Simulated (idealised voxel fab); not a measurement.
process module | voxel released beams
cross-section cut | 140 nm wide | cells 5 nm
A cross-section is a grid of square cells, given in bands from the top down. A band is one or more rows of cells.
Each band's line starts with the height of the band's top and of its bottom, in nm. Then come its materials from left to right, each with its width in nm. One material with "throughout" fills the band from edge to edge. "air" is empty space.
Height 0 is the level under which the wafer as received is all one material. The lowest band goes on downwards, as in "0 down".
A width such as "30 to 40" changes by the same amount from each row of cells to the next, from the band's top row to its bottom row.
"no change" after a step means that no cell of the cross-section changed.
closed voids: empty space of 8 cells or more with no open way to the top, each as width x height at its distance from the left edge, in nm
after a step's settings: what the simulator itself notes on the step
overlay nm, on a step with a mask: how far to the right of its planned place the mask lay; to the left if negative
plan
1 op RECEIVE | material Si
2 op CONFORMAL_DEP | material Al2O3 | thk nm 5
3 op DIRECTIONAL_DEP | material SiO2 | thk nm 5
4 op PATTERN | tone open | mask id ANCHOR | material resist | width nm 30 | thk nm 15 | overlay nm 0
5 op DIRECTIONAL_ETCH | etch materials SiO2 | depth nm 15
6 op STRIP | etch materials resist
7 op CONFORMAL_DEP | material W | thk nm 10
8 op MASKED_ETCH | tone cover | mask id BEAM | width nm 85 | etch materials W | depth nm 10 | overlay nm 0
9 op STRIP | etch materials SiO2
varied across the wafers: thk nm of step 3. The plan shows the first wafer's value. All wafers start alike
first wafer as received, after step 1
  0 down: Si throughout
  closed voids: none
first wafer at the end, after step 9
  20 to 15: air 25 | W 15 | air 10 | W 60 | air 30
  15 to 5: air 25 to 30 | W 85 to 30 | air 30 to 80
  5 to 0: Al2O3 throughout
  0 down: Si throughout
  closed voids: none
last wafer at the end
  5 to 0: Al2O3 throughout
  0 down: Si throughout
  closed voids: none
each wafer at the end: cells of each material gained (+) or lost (-) since it was received, then its closed voids
thk nm 5 | +28 Al2O3 | +38 W | closed voids: none
thk nm 10 | +28 Al2O3 | +42 W | closed voids: none
thk nm 15 | +28 Al2O3 | +46 W | closed voids: none
thk nm 20 | +28 Al2O3 | closed voids: none
thk nm 25 | +28 Al2O3 | closed voids: none
thk nm 30 | +28 Al2O3 | closed voids: none
